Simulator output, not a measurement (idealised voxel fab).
process module | voxel self aligned contacts
cross-section cut | 245 nm wide | cells 5 nm
A cross-section is a grid of square cells, given in bands from the top down. A band is one or more rows of cells.
Each band's line starts with the height of the band's top and of its bottom, in nm. Then come its materials from left to right, each with its width in nm. One material with "throughout" fills the band from edge to edge. "air" is empty space.
Height 0 is the level under which the wafer as received is all one material. The lowest band goes on downwards, as in "0 down".
A width such as "30 to 40" changes by the same amount from each row of cells to the next, from the band's top row to its bottom row.
"no change" after a step means that no cell of the cross-section changed.
closed voids: empty space of 8 cells or more with no open way to the top, each as width x height at its distance from the left edge, in nm
after a step's settings: what the simulator itself notes on the step
overlay nm, on a step with a mask: how far to the right of its planned place the mask lay; to the left if negative
plan
1 op RECEIVE | material Si
2 op CONFORMAL_DEP | material SiO2 | thk nm 5
3 op DIRECTIONAL_DEP | material polySi | thk nm 20
4 op DIRECTIONAL_DEP | material SiN | thk nm 20
5 op PATTERN | tone cover | mask id GATE | material resist | width nm 35 | pitch nm 70 | thk nm 20 | overlay nm 0
6 op DIRECTIONAL_ETCH | etch materials SiN | depth nm 20
7 op DIRECTIONAL_ETCH | etch materials polySi | depth nm 20
8 op STRIP | etch materials resist
9 op CONFORMAL_DEP | material SiN | thk nm 5
10 op DIRECTIONAL_ETCH | etch materials SiN | depth nm 5
11 op FILL_DEP | material SiO2 | thk nm 10
12 op CMP | height nm 50
13 op DIRECTIONAL_DEP | material aC | thk nm 15
14 op PATTERN | tone open | mask id CONTACT | material resist | width nm 35 | pitch nm 70 | thk nm 35 | overlay nm 0
15 op DIRECTIONAL_ETCH | etch materials aC | depth nm 15
16 op STRIP | etch materials resist
17 op DIRECTIONAL_ETCH | etch materials SiO2 | depth nm 50
18 op STRIP | etch materials aC
19 op CONFORMAL_DEP | material TiN | thk nm 5
20 op FILL_DEP | material W | thk nm 5
21 op CMP | height nm 50
22 op CONFORMAL_DEP | material SiCN | thk nm 5
varied across the wafers: width nm of step 14. The plan shows the first wafer's value. All wafers start alike
first wafer as received, after step 1
  0 down: Si throughout
  closed voids: none
first wafer at the end, after step 22
  55 to 50: SiCN throughout
  50 to 45: SiO2 70 | TiN 10 | W 15 | TiN 10 | SiO2 35 | TiN 10 | W 15 | TiN 10 | SiO2 70
  45 to 25: SiO2 30 | SiN 45 | TiN 5 | W 15 | TiN 5 | SiN 45 | TiN 5 | W 15 | TiN 5 | SiN 45 | SiO2 30
  25 to 5: SiO2 30 | SiN 5 | polySi 35 | SiN 5 | TiN 5 | W 15 | TiN 5 | SiN 5 | polySi 35 | SiN 5 | TiN 5 | W 15 | TiN 5 | SiN 5 | polySi 35 | SiN 5 | SiO2 30
  5 to 0: SiO2 75 | TiN 25 | SiO2 45 | TiN 25 | SiO2 75
  0 down: Si throughout
  closed voids: none
last wafer at the end
  55 to 50: SiCN throughout
  50 to 45: SiO2 60 | TiN 20 | W 15 | TiN 20 | SiO2 15 | TiN 20 | W 15 | TiN 20 | SiO2 60
  45 to 25: SiO2 30 | SiN 45 | TiN 5 | W 15 | TiN 5 | SiN 45 | TiN 5 | W 15 | TiN 5 | SiN 45 | SiO2 30
  25 to 5: SiO2 30 | SiN 5 | polySi 35 | SiN 5 | TiN 5 | W 15 | TiN 5 | SiN 5 | polySi 35 | SiN 5 | TiN 5 | W 15 | TiN 5 | SiN 5 | polySi 35 | SiN 5 | SiO2 30
  5 to 0: SiO2 75 | TiN 25 | SiO2 45 | TiN 25 | SiO2 75
  0 down: Si throughout
  closed voids: none
each wafer at the end: cells of each material gained (+) or lost (-) since it was received, then its closed voids
width nm 35 | +49 SiCN | +132 SiN | +170 SiO2 | +50 TiN | +54 W | +84 polySi | closed voids: none
width nm 40 | +49 SiCN | +132 SiN | +168 SiO2 | +52 TiN | +54 W | +84 polySi | closed voids: none
width nm 45 | +49 SiCN | +132 SiN | +166 SiO2 | +54 TiN | +54 W | +84 polySi | closed voids: none
width nm 50 | +49 SiCN | +132 SiN | +164 SiO2 | +56 TiN | +54 W | +84 polySi | closed voids: none
width nm 55 | +49 SiCN | +132 SiN | +162 SiO2 | +58 TiN | +54 W | +84 polySi | closed voids: none
